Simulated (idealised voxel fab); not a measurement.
Documented hereafter: the process module known as voxel capacitor over wiring.
Pictured: cross-section cut, 240 nm wide, on a grid of 5 nm square cells.
How to read a cross-section here: the picture is a grid of square cells, written as bands going from the top down, and any band can span one or more rows of cells.
The band entry comprises the height of the band's top followed by the height of its bottom, expressed in nm, and subsequently the band's materials from left to right, each stated together with its width in nm. Where a single material is marked with the word "all across", that material fills the band from edge to edge. The word "air" represents empty space.
A quick word on heights: they are counted from 0, and under that level the wafer as it came to us is one material throughout. The lowest band is different from the rest in having no bottom; it simply continues downward, written as in "0 -> down".
Width spec "30..40" -> top row of cells at first value, bottom row at second value, equal per-row change in between.
"no change occurred" (step): cross-section cells unchanged, all of them.
For the entry "Sealed internal voids", the listed items are empty spaces with no open way to the top whose size is 8 cells or more; each item follows the pattern width x height at distance, where distance is from the left edge and all three are in nm.
Text after the settings on a step's line: the simulator's own remark on that step.
overlay nm: mask right of planned place by this much (step with mask). Neg. = left.
# Below is the list of planned process steps
1,RECEIVE | material Si
2,CONFORMAL_DEP | material SiO2 | thk nm 15
3,CONFORMAL_DEP | material SiCN | thk nm 5
4,DIRECTIONAL_DEP | material lowk | thk nm 15
5,PATTERN | tone open | mask id METAL_1 | material resist | width nm 20 | pitch nm 70 | thk nm 20 | overlay nm 0
6,DIRECTIONAL_ETCH | etch materials lowk | depth nm 15
7,DIRECTIONAL_ETCH | etch materials SiCN | depth nm 5
8,STRIP | etch materials resist
9,CONFORMAL_DEP | material TiN | thk nm 5
10,FILL_DEP | material Cu | thk nm 10
11,CMP | height nm 35
12,CONFORMAL_DEP | material SiCN | thk nm 5
13,DIRECTIONAL_DEP | material lowk | thk nm 15
14,MASKED_ETCH | tone open | mask id PLUG_1 | width nm 15 | etch materials lowk | depth nm 15 | overlay nm 0
15,MASKED_ETCH | tone open | mask id PLUG_1 | width nm 15 | etch materials SiCN | depth nm 5 | overlay nm 0
16,CONFORMAL_DEP | material TiN | thk nm 5
17,FILL_DEP | material Cu | thk nm 10
18,CMP | height nm 55
19,DIRECTIONAL_DEP | material TiN | thk nm 5
20,DIRECTIONAL_DEP | material HfO2 | thk nm 5
21,DIRECTIONAL_DEP | material TiN | thk nm 5
22,PATTERN | tone cover | mask id UPPER_PLATE | material resist | width nm 55 | thk nm 15 | overlay nm 0
23,DIRECTIONAL_ETCH | etch materials TiN | depth nm 5
24,DIRECTIONAL_ETCH | etch materials HfO2 | depth nm 5
25,STRIP | etch materials resist
26,DIRECTIONAL_DEP | material aC | thk nm 15
27,PATTERN | tone cover | mask id LOWER_PLATE | material resist | width nm 65 | thk nm 30 | overlay nm 0
28,DIRECTIONAL_ETCH | etch materials aC | depth nm 15
29,STRIP | etch materials resist
30,DIRECTIONAL_ETCH | etch materials TiN | depth nm 5
31,STRIP | etch materials aC
32,FILL_DEP | material SiO2 | thk nm 15
33,CMP | height nm 80
34,MASKED_ETCH | tone open | mask id PLUG_2 | width nm 15 | etch materials SiO2 | depth nm 10 | overlay nm 0
35,CONFORMAL_DEP | material TiN | thk nm 5
36,FILL_DEP | material Ru | thk nm 10
37,CMP | height nm 80
38,CONFORMAL_DEP | material SiN | thk nm 5
# Wafer as received: cross-section following step 1
	0 -> down  Si all across
	Sealed internal voids: none
# Looking at the first of two wafers in cross-section at end of module - ran to plan
	85 -> 80  SiN all across
	80 -> 75  90 of SiO2, then 5 of TiN, then 5 of Ru, then 5 of TiN, then 135 of SiO2
	75 -> 65  90..80 of SiO2, then 15..55 of TiN, then 135..105 of SiO2
	65 -> 60  80 of SiO2, then 55 of HfO2, then 105 of SiO2
	60 -> 55  75 of SiO2, then 65 of TiN, then 100 of SiO2
	55 -> 40  80 of lowk, then 5 of TiN, then 5 of Cu, then 5 of TiN, then 145 of lowk
	40 -> 35  80 of SiCN, then 15 of TiN, then 145 of SiCN
	35 -> 20  75 of lowk, then 5 of TiN, then 10 of Cu, then 5 of TiN, then 50 of lowk, then 5 of TiN, then 10 of Cu, then 5 of TiN, then 75 of lowk
	20 -> 15  75 of SiCN, then 20 of TiN, then 50 of SiCN, then 20 of TiN, then 75 of SiCN
	15 -> 0  SiO2 all across
	0 -> down  Si all across
	Sealed internal voids: none
# second wafer at the end: like start, like plan, one mistake
	85 -> 80  SiN all across
	80 -> 75  90 of SiO2, then 5 of TiN, then 5 of Ru, then 5 of TiN, then 135 of SiO2
	75 -> 65  90..80 of SiO2, then 15..55 of TiN, then 135..105 of SiO2
	65 -> 60  80 of SiO2, then 55 of HfO2, then 105 of SiO2
	60 -> 55  75 of SiO2, then 65 of TiN, then 100 of SiO2
	55 -> 40  80 of lowk, then 5 of TiN, then 5 of Cu, then 5 of TiN, then 145 of lowk
	40 -> 35  80 of SiCN, then 15 of TiN, then 145 of SiCN
	35 -> 30  75 of SiCN, then 20 of TiN, then 50 of SiCN, then 20 of TiN, then 75 of SiCN
	30 -> 0  SiO2 all across
	0 -> down  Si all across
	Sealed internal voids: none
So what did we get wrong on this run? plan step 2 ran twice
Materials where the second wafer ends with more or fewer cells than the first: 12 fewer of Cu, 144 more of SiO2, 12 fewer of TiN, 120 fewer of lowk
